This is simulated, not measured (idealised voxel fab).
process module | voxel gate over fins
cross-section cut | 280 nm wide | cells 5 nm
A cross-section is a grid of square cells, given in bands from the top down. A band is one or more rows of cells.
Each band's line starts with the height of the band's top and of its bottom, in nm. Then come its materials from left to right, each with its width in nm. One material with "throughout" fills the band from edge to edge. "air" is empty space.
Height 0 is the level under which the wafer as received is all one material. The lowest band goes on downwards, as in "0 down".
A width such as "30 to 40" changes by the same amount from each row of cells to the next, from the band's top row to its bottom row.
"no change" after a step means that no cell of the cross-section changed.
closed voids: empty space of 8 cells or more with no open way to the top, each as width x height at its distance from the left edge, in nm
after a step's settings: what the simulator itself notes on the step
overlay nm, on a step with a mask: how far to the right of its planned place the mask lay; to the left if negative
plan
1 op RECEIVE | material Si
2 op CONFORMAL_DEP | material SiN | thk nm 5
3 op PATTERN | tone cover | mask id FINS | material resist | width nm 15 | pitch nm 55 | thk nm 15 | overlay nm 0
4 op DIRECTIONAL_ETCH | etch materials SiN | depth nm 5
5 op DIRECTIONAL_ETCH | etch materials Si | depth nm 35
6 op STRIP | etch materials resist
7 op OXIDIZE | depth nm 5
8 op FILL_DEP | material SiO2 | thk nm 15
9 op CMP | height nm 5
10 op DIRECTIONAL_DEP | material aC | thk nm 10
11 op PATTERN | tone open | mask id RAIL | material resist | width nm 15 | thk nm 25 | overlay nm 0
12 op DIRECTIONAL_ETCH | etch materials aC | depth nm 10
13 op STRIP | etch materials resist
14 op DIRECTIONAL_ETCH | etch materials SiO2 | depth nm 35
15 op STRIP | etch materials aC
16 op CONFORMAL_DEP | material TiN | thk nm 5
17 op FILL_DEP | material W | thk nm 5
18 op CMP | height nm 5
19 op SELECTIVE_ETCH | etch materials W Ru TiN | depth nm 25
20 op FILL_DEP | material SiO2 | thk nm 5
21 op CMP | height nm 5
22 op SELECTIVE_ETCH | etch materials SiO2 | depth nm 15
23 op STRIP | etch materials SiN
24 op CONFORMAL_DEP | material HfO2 | thk nm 5
25 op CONFORMAL_DEP | material TiN | thk nm 5
26 op CONFORMAL_DEP | material TiAl | thk nm 5
27 op CONFORMAL_DEP | material TiN | thk nm 5
28 op FILL_DEP | material W | thk nm 15
29 op CMP | height nm 30
30 op CONFORMAL_DEP | material SiN | thk nm 5
first wafer, as planned
as received, after step 1
  0 down: Si throughout
  closed voids: none
after step 2
  5 to 0: SiN throughout
  below 0: unchanged
after step 3
  20 to 5: air 75 | resist 15 | air 40 | resist 15 | air 40 | resist 15 | air 80
  below 5: unchanged
after step 4
  20 to 5: air 75 | resist 15 | air 40 | resist 15 | air 40 | resist 15 | air 80
  5 to 0: air 75 | SiN 15 | air 40 | SiN 15 | air 40 | SiN 15 | air 80
  below 0: unchanged
after step 5
  20 to 5: air 75 | resist 15 | air 40 | resist 15 | air 40 | resist 15 | air 80
  5 to 0: air 75 | SiN 15 | air 40 | SiN 15 | air 40 | SiN 15 | air 80
  0 to -35: air 75 | Si 15 | air 40 | Si 15 | air 40 | Si 15 | air 80
  below -35: unchanged
after step 6
  5 to 0: air 75 | SiN 15 | air 40 | SiN 15 | air 40 | SiN 15 | air 80
  below 0: unchanged
after step 7
  5 to 0: air 75 | SiN 15 | air 40 | SiN 15 | air 40 | SiN 15 | air 80
  0 to -35: air 75 | SiO2 5 | Si 5 | SiO2 5 | air 40 | SiO2 5 | Si 5 | SiO2 5 | air 40 | SiO2 5 | Si 5 | SiO2 5 | air 80
  -35 to -40: SiO2 80 | Si 5 | SiO2 50 | Si 5 | SiO2 50 | Si 5 | SiO2 85
  below -40: unchanged
after step 8
  20 to 5: SiO2 throughout
  5 to 0: SiO2 75 | SiN 15 | SiO2 40 | SiN 15 | SiO2 40 | SiN 15 | SiO2 80
  0 to -40: SiO2 80 | Si 5 | SiO2 50 | Si 5 | SiO2 50 | Si 5 | SiO2 85
  below -40: unchanged
after step 9
  5 to 0: SiO2 75 | SiN 15 | SiO2 40 | SiN 15 | SiO2 40 | SiN 15 | SiO2 80
  below 0: unchanged
after step 10
  15 to 5: aC throughout
  below 5: unchanged
after step 11
  40 to 15: resist 100 | air 15 | resist 165
  below 15: unchanged
after step 12
  30 to 15: resist 100 | air 15 | resist 165
  15 to 5: aC 100 | air 15 | aC 165
  below 5: unchanged
after step 13
  15 to 5: aC 100 | air 15 | aC 165
  below 5: unchanged
after step 14
  15 to 5: aC 100 | air 15 | aC 165
  5 to 0: SiO2 75 | SiN 15 | SiO2 10 | air 15 | SiO2 15 | SiN 15 | SiO2 40 | SiN 15 | SiO2 80
  0 to -30: SiO2 80 | Si 5 | SiO2 15 | air 15 | SiO2 20 | Si 5 | SiO2 50 | Si 5 | SiO2 85
  below -30: unchanged
after step 15
  5 to 0: SiO2 75 | SiN 15 | SiO2 10 | air 15 | SiO2 15 | SiN 15 | SiO2 40 | SiN 15 | SiO2 80
  below 0: unchanged
after step 16
  10 to 5: TiN 105 | air 5 | TiN 170
  5 to 0: SiO2 75 | SiN 15 | SiO2 10 | TiN 5 | air 5 | TiN 5 | SiO2 15 | SiN 15 | SiO2 40 | SiN 15 | SiO2 80
  0 to -25: SiO2 80 | Si 5 | SiO2 15 | TiN 5 | air 5 | TiN 5 | SiO2 20 | Si 5 | SiO2 50 | Si 5 | SiO2 85
  -25 to -30: SiO2 80 | Si 5 | SiO2 15 | TiN 15 | SiO2 20 | Si 5 | SiO2 50 | Si 5 | SiO2 85
  below -30: unchanged
after step 17
  15 to 10: W throughout
  10 to 5: TiN 105 | W 5 | TiN 170
  5 to 0: SiO2 75 | SiN 15 | SiO2 10 | TiN 5 | W 5 | TiN 5 | SiO2 15 | SiN 15 | SiO2 40 | SiN 15 | SiO2 80
  0 to -25: SiO2 80 | Si 5 | SiO2 15 | TiN 5 | W 5 | TiN 5 | SiO2 20 | Si 5 | SiO2 50 | Si 5 | SiO2 85
  below -25: unchanged
after step 18
  5 to 0: SiO2 75 | SiN 15 | SiO2 10 | TiN 5 | W 5 | TiN 5 | SiO2 15 | SiN 15 | SiO2 40 | SiN 15 | SiO2 80
  below 0: unchanged
after step 19
  5 to 0: SiO2 75 | SiN 15 | SiO2 10 | air 15 | SiO2 15 | SiN 15 | SiO2 40 | SiN 15 | SiO2 80
  0 to -20: SiO2 80 | Si 5 | SiO2 15 | air 15 | SiO2 20 | Si 5 | SiO2 50 | Si 5 | SiO2 85
  below -20: unchanged
after step 20
  10 to 5: SiO2 throughout
  5 to 0: SiO2 75 | SiN 15 | SiO2 40 | SiN 15 | SiO2 40 | SiN 15 | SiO2 80
  0 to -20: SiO2 80 | Si 5 | SiO2 50 | Si 5 | SiO2 50 | Si 5 | SiO2 85
  below -20: unchanged
after step 21
  5 to 0: SiO2 75 | SiN 15 | SiO2 40 | SiN 15 | SiO2 40 | SiN 15 | SiO2 80
  below 0: unchanged
after step 22
  5 to 0: air 75 | SiN 15 | air 40 | SiN 15 | air 40 | SiN 15 | air 80
  0 to -10: air 80 | Si 5 | air 50 | Si 5 | air 50 | Si 5 | air 85
  below -10: unchanged
after step 23
  0 to -10: air 80 | Si 5 | air 50 | Si 5 | air 50 | Si 5 | air 85
  below -10: unchanged
after step 24
  5 to 0: air 75 | HfO2 15 | air 40 | HfO2 15 | air 40 | HfO2 15 | air 80
  0 to -5: air 75 | HfO2 5 | Si 5 | HfO2 5 | air 40 | HfO2 5 | Si 5 | HfO2 5 | air 40 | HfO2 5 | Si 5 | HfO2 5 | air 80
  -5 to -10: HfO2 80 | Si 5 | HfO2 50 | Si 5 | HfO2 50 | Si 5 | HfO2 85
  below -10: unchanged
after step 25
  10 to 5: air 70 | TiN 25 | air 30 | TiN 25 | air 30 | TiN 25 | air 75
  5 to 0: air 70 | TiN 5 | HfO2 15 | TiN 5 | air 30 | TiN 5 | HfO2 15 | TiN 5 | air 30 | TiN 5 | HfO2 15 | TiN 5 | air 75
  0 to -5: TiN 75 | HfO2 5 | Si 5 | HfO2 5 | TiN 40 | HfO2 5 | Si 5 | HfO2 5 | TiN 40 | HfO2 5 | Si 5 | HfO2 5 | TiN 80
  below -5: unchanged
after step 26
  15 to 10: air 65 | TiAl 35 | air 20 | TiAl 35 | air 20 | TiAl 35 | air 70
  10 to 5: air 65 | TiAl 5 | TiN 25 | TiAl 5 | air 20 | TiAl 5 | TiN 25 | TiAl 5 | air 20 | TiAl 5 | TiN 25 | TiAl 5 | air 70
  5 to 0: TiAl 70 | TiN 5 | HfO2 15 | TiN 5 | TiAl 30 | TiN 5 | HfO2 15 | TiN 5 | TiAl 30 | TiN 5 | HfO2 15 | TiN 5 | TiAl 75
  below 0: unchanged
after step 27
  20 to 15: air 60 | TiN 45 | air 10 | TiN 45 | air 10 | TiN 45 | air 65
  15 to 10: air 60 | TiN 5 | TiAl 35 | TiN 5 | air 10 | TiN 5 | TiAl 35 | TiN 5 | air 10 | TiN 5 | TiAl 35 | TiN 5 | air 65
  10 to 5: TiN 65 | TiAl 5 | TiN 25 | TiAl 5 | TiN 20 | TiAl 5 | TiN 25 | TiAl 5 | TiN 20 | TiAl 5 | TiN 25 | TiAl 5 | TiN 70
  below 5: unchanged
after step 28
  35 to 20: W throughout
  20 to 15: W 60 | TiN 45 | W 10 | TiN 45 | W 10 | TiN 45 | W 65
  15 to 10: W 60 | TiN 5 | TiAl 35 | TiN 5 | W 10 | TiN 5 | TiAl 35 | TiN 5 | W 10 | TiN 5 | TiAl 35 | TiN 5 | W 65
  below 10: unchanged
after step 29
  30 to 20: W throughout
  below 20: unchanged
after step 30
  35 to 30: SiN throughout
  below 30: unchanged
second wafer: like start, like plan, one mistake. Through step 21 it matches the first wafer
when step 22 should have ended
  5 to 0: SiO2 75 | air 15 | SiO2 40 | air 15 | SiO2 40 | air 15 | SiO2 80
  below 0: unchanged
when step 23 should have ended
  0 to -10: air 80 | Si 5 | air 50 | Si 5 | air 50 | Si 5 | air 85
  -10 to -15: SiO2 60 | air 20 | Si 5 | air 20 | SiO2 10 | air 20 | Si 5 | air 20 | SiO2 10 | air 20 | Si 5 | air 20 | SiO2 65
  below -15: unchanged
when step 24 should have ended
  5 to 0: air 75 | HfO2 15 | air 40 | HfO2 15 | air 40 | HfO2 15 | air 80
  0 to -5: air 75 | HfO2 5 | Si 5 | HfO2 5 | air 40 | HfO2 5 | Si 5 | HfO2 5 | air 40 | HfO2 5 | Si 5 | HfO2 5 | air 80
  -5 to -10: HfO2 65 | air 10 | HfO2 5 | Si 5 | HfO2 5 | air 10 | HfO2 20 | air 10 | HfO2 5 | Si 5 | HfO2 5 | air 10 | HfO2 20 | air 10 | HfO2 5 | Si 5 | HfO2 5 | air 10 | HfO2 70
  -10 to -15: SiO2 60 | HfO2 20 | Si 5 | HfO2 20 | SiO2 10 | HfO2 20 | Si 5 | HfO2 20 | SiO2 10 | HfO2 20 | Si 5 | HfO2 20 | SiO2 65
  below -15: unchanged
when step 25 should have ended
  10 to 5: air 70 | TiN 25 | air 30 | TiN 25 | air 30 | TiN 25 | air 75
  5 to 0: air 70 | TiN 5 | HfO2 15 | TiN 5 | air 30 | TiN 5 | HfO2 15 | TiN 5 | air 30 | TiN 5 | HfO2 15 | TiN 5 | air 75
  0 to -5: TiN 75 | HfO2 5 | Si 5 | HfO2 5 | TiN 40 | HfO2 5 | Si 5 | HfO2 5 | TiN 40 | HfO2 5 | Si 5 | HfO2 5 | TiN 80
  -5 to -10: HfO2 65 | TiN 10 | HfO2 5 | Si 5 | HfO2 5 | TiN 10 | HfO2 20 | TiN 10 | HfO2 5 | Si 5 | HfO2 5 | TiN 10 | HfO2 20 | TiN 10 | HfO2 5 | Si 5 | HfO2 5 | TiN 10 | HfO2 70
  below -10: unchanged
when step 26 should have ended
  15 to 10: air 65 | TiAl 35 | air 20 | TiAl 35 | air 20 | TiAl 35 | air 70
  10 to 5: air 65 | TiAl 5 | TiN 25 | TiAl 5 | air 20 | TiAl 5 | TiN 25 | TiAl 5 | air 20 | TiAl 5 | TiN 25 | TiAl 5 | air 70
  5 to 0: TiAl 70 | TiN 5 | HfO2 15 | TiN 5 | TiAl 30 | TiN 5 | HfO2 15 | TiN 5 | TiAl 30 | TiN 5 | HfO2 15 | TiN 5 | TiAl 75
  below 0: unchanged
when step 27 should have ended
  20 to 15: air 60 | TiN 45 | air 10 | TiN 45 | air 10 | TiN 45 | air 65
  15 to 10: air 60 | TiN 5 | TiAl 35 | TiN 5 | air 10 | TiN 5 | TiAl 35 | TiN 5 | air 10 | TiN 5 | TiAl 35 | TiN 5 | air 65
  10 to 5: TiN 65 | TiAl 5 | TiN 25 | TiAl 5 | TiN 20 | TiAl 5 | TiN 25 | TiAl 5 | TiN 20 | TiAl 5 | TiN 25 | TiAl 5 | TiN 70
  below 5: unchanged
when step 28 should have ended
  35 to 20: W throughout
  20 to 15: W 60 | TiN 45 | W 10 | TiN 45 | W 10 | TiN 45 | W 65
  15 to 10: W 60 | TiN 5 | TiAl 35 | TiN 5 | W 10 | TiN 5 | TiAl 35 | TiN 5 | W 10 | TiN 5 | TiAl 35 | TiN 5 | W 65
  below 10: unchanged
when step 29 should have ended
  30 to 20: W throughout
  below 20: unchanged
when step 30 should have ended
  35 to 30: SiN throughout
  below 30: unchanged
what went wrong: steps 22 and 23 were swapped
at the end the second wafer has, in cells: 12 more of HfO2 | 24 fewer of SiO2 | 12 more of TiN
